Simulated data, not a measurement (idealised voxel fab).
Herein follows the process module entitled voxel ribs on slabs.
Pictured: cross-section cut, 215 nm wide, on a grid of 5 nm square cells.
For the purposes of this document, a cross-section shall be understood as a grid of square cells, specified as bands listed in top-to-bottom order, each band consisting of one or more rows of cells.
This entry defines a band. It first specifies the height of the band's top and the height of its bottom in nm, and then specifies the band's materials from left to right, stating each material with its width in nm. The word "all across" identifies a single material that fills the band from edge to edge, while the word "blank" identifies empty space.
Heights are reckoned from 0. Under this level, the received wafer is all of one material. The bottommost band is open-ended downward, for example "0 down".
Per-row width for "30->40": begins at first number (top row of band), ends at second number (bottom row), increment between rows held constant.
"no modifications" for a step: no cell of the cross-section changed in that step.
The entry titled "Completely enclosed voids" provides the empty spaces that have no open way to the top, restricted to those of 8 cells or more. Each is presented as width x height at distance, the distance being measured from the left edge, with all three in nm.
What comes after the settings on a step's line is commentary from the simulator itself on that step.
overlay nm: mask right of planned place by this much (step with mask). Neg. = left.

### The process steps that were planned are listed below
1,RECEIVE, material Si
2,DIRECTIONAL_DEP, material SiO2, thk nm 30
3,DIRECTIONAL_DEP, material polySi, thk nm 15
4,PATTERN, tone cover, mask id RIB, material resist, width nm 20, thk nm 15, overlay nm 0
5,DIRECTIONAL_ETCH, etch materials polySi, depth nm 10
6,STRIP, etch materials resist
7,DIRECTIONAL_DEP, material aC, thk nm 10
8,PATTERN, tone cover, mask id SLAB, material resist, width nm 70, thk nm 30, overlay nm 0
9,DIRECTIONAL_ETCH, etch materials aC, depth nm 10
10,STRIP, etch materials resist
11,DIRECTIONAL_ETCH, etch materials polySi, depth nm 5
12,STRIP, etch materials aC
13,FILL_DEP, material SiO2, thk nm 20
14,CMP, height nm 55
15,DIRECTIONAL_DEP, material TiN, thk nm 5
16,DIRECTIONAL_DEP, material aC, thk nm 10
17,PATTERN, tone cover, mask id HEATER, material resist, width nm 30, thk nm 30, overlay nm 0
18,DIRECTIONAL_ETCH, etch materials aC, depth nm 10
19,STRIP, etch materials resist
20,DIRECTIONAL_ETCH, etch materials TiN, depth nm 5
21,STRIP, etch materials aC
22,CONFORMAL_DEP, material SiO2, thk nm 5

### The cross-section here shows the wafer as received, i.e. in its state after step 1
	0 down: Si all across
	Completely enclosed voids: none

### End-of-module cross-section of the first of two wafers, processed as planned
	65 to 60: blank=85 / SiO2=40 / blank=90
	60 to 55: SiO2=90 / TiN=30 / SiO2=95
	55 to 45: SiO2 all across
	45 to 35: SiO2=95 / polySi=20 / SiO2=100
	35 to 30: SiO2=70 / polySi=70 / SiO2=75
	30 to 0: SiO2 all across
	0 down: Si all across
	Completely enclosed voids: none

### End-of-module cross-section of the second wafer: identical starting point and process plan to the first, with one processing mistake
	60 to 55: blank=85 / SiO2=40 / blank=90
	55 to 50: SiO2=90 / TiN=30 / SiO2=95
	50 to 45: SiO2 all across
	45 to 35: SiO2=95 / polySi=20 / SiO2=100
	35 to 30: SiO2=70 / polySi=70 / SiO2=75
	30 to 0: SiO2 all across
	0 down: Si all across
	Completely enclosed voids: none
what went wrong: step 14, actual vs plan mismatch, actual run CMP, height nm 50
At the finish, the second wafer shows more or fewer cells for some materials than the first does: 43 fewer of SiO2
